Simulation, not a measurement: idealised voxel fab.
Documented hereafter: the process module known as voxel trench capacitor.
The cross-section on display is named cut; it measures 255 nm wide, and its cells are 5 nm squares.
Each cross-section below is a grid of square cells, stated as bands in top-down order, with one or more rows of cells making up each band. Look at the band entry: it leads with the top's height and the bottom's height in nm. Then it lists the materials left to right, with a width in nm for each. The word "all across" on a single material says that material fills the band edge to edge. The word "empty" is empty space. Height 0 is the level under which the wafer as received is all one material. The lowest band goes on downwards, as in "top 0, no bottom". It should be noted that a width expressed as "30->40" varies in equal increments from row to row of cells within the band, taking the value of the first number at the top row and that of the second number at the bottom row. It should be understood that the words "nothing different", when stated for a given step, signify that the cross-section underwent no change in any of its cells during that step. The list in "Enclosed empty spaces" covers empty spaces of 8 cells or more that cannot reach the top through any open way, and it gives each as width x height at distance; the distance is from the left edge, and width, height and distance are in nm. Note: text after step settings on the step line = simulator remark on that step. "overlay nm" answers the question of how far to the right of plan the mask lay on a step that has a mask, and when it is negative the answer is to the left.
**Process steps (planned)**
- 1: RECEIVE with material Si
- 2: CONFORMAL_DEP with material SiN, thk nm 10
- 3: DIRECTIONAL_DEP with material aC, thk nm 15
- 4: PATTERN with tone open, mask id TRENCH, material resist, width nm 20, pitch nm 45, thk nm 30, overlay nm 0
- 5: DIRECTIONAL_ETCH with etch materials aC, depth nm 15
- 6: STRIP with etch materials resist
- 7: DIRECTIONAL_ETCH with etch materials SiN, depth nm 10
- 8: DIRECTIONAL_ETCH with etch materials Si, depth nm 30
- 9: STRIP with etch materials aC
- 10: CONFORMAL_DEP with material SiO2, thk nm 5
- 11: FILL_DEP with material polySi, thk nm 10
- 12: CMP with height nm 10
**Cross-section: wafer on arrival = after step 1**
* top 0, no bottom  Si all across
* Enclosed empty spaces: none
**The plan above was carried out on the starting structure above with one mistake, and this cross-section shows the wafer at the end of the module**
* top 10, bottom 0  45 SiN, then 5 SiO2, then 10 polySi, then 5 SiO2, then 25 SiN, then 5 SiO2, then 10 polySi, then 5 SiO2, then 25 SiN, then 5 SiO2, then 10 polySi, then 5 SiO2, then 25 SiN, then 5 SiO2, then 10 polySi, then 5 SiO2, then 55 SiN
* top 0, bottom -25  45 Si, then 5 SiO2, then 10 polySi, then 5 SiO2, then 25 Si, then 5 SiO2, then 10 polySi, then 5 SiO2, then 25 Si, then 5 SiO2, then 10 polySi, then 5 SiO2, then 25 Si, then 5 SiO2, then 10 polySi, then 5 SiO2, then 55 Si
* top -25, bottom -30  45 Si, then 20 SiO2, then 25 Si, then 20 SiO2, then 25 Si, then 20 SiO2, then 25 Si, then 20 SiO2, then 55 Si
* top -30, no bottom  Si all across
* Enclosed empty spaces: none
What broke from the plan during processing? step 4 ran as: PATTERN with tone open, mask id TRENCH, material resist, width nm 20, pitch nm 45, thk nm 30, overlay nm -5
